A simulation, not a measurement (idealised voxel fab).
process module | voxel plated lines
cross-section cut | 240 nm wide | cells 5 nm
A cross-section is a grid of square cells, given in bands from the top down. A band is one or more rows of cells.
Each band's line starts with the height of the band's top and of its bottom, in nm. Then come its materials from left to right, each with its width in nm. One material with "throughout" fills the band from edge to edge. "air" is empty space.
Height 0 is the level under which the wafer as received is all one material. The lowest band goes on downwards, as in "0 down".
A width such as "30 to 40" changes by the same amount from each row of cells to the next, from the band's top row to its bottom row.
"no change" after a step means that no cell of the cross-section changed.
closed voids: empty space of 8 cells or more with no open way to the top, each as width x height at its distance from the left edge, in nm
after a step's settings: what the simulator itself notes on the step
overlay nm, on a step with a mask: how far to the right of its planned place the mask lay; to the left if negative
plan
1 op RECEIVE | material Si
2 op CONFORMAL_DEP | material Al2O3 | thk nm 5
3 op DIRECTIONAL_DEP | material TiN | thk nm 5
4 op PATTERN | tone open | mask id LINES | material resist | width nm 20 | pitch nm 50 | thk nm 40 | overlay nm 0
5 op EPI | material Ru | thk nm 10
6 op EPI | material Ru | thk nm 10
7 op EPI | material Ru | thk nm 5
8 op STRIP | etch materials resist
9 op DIRECTIONAL_ETCH | etch materials TiN | depth nm 5
10 op CONFORMAL_DEP | material SiO2 | thk nm 10
as received, after step 1
  0 down: Si throughout
  closed voids: none
a wafer at the end: this start, this plan, one mistake
  45 to 15: air 25 | Ru 40 | air 10 | Ru 40 | air 10 | Ru 40 | air 10 | Ru 40 | air 25
  15 to 10: Ru throughout
  10 to 5: Ru 35 | TiN 20 | Ru 30 | TiN 20 | Ru 30 | TiN 20 | Ru 30 | TiN 20 | Ru 35
  5 to 0: Al2O3 throughout
  0 down: Si throughout
  closed voids: none
what went wrong: step 10 ran as: op CONFORMAL_DEP | material Ru | thk nm 10
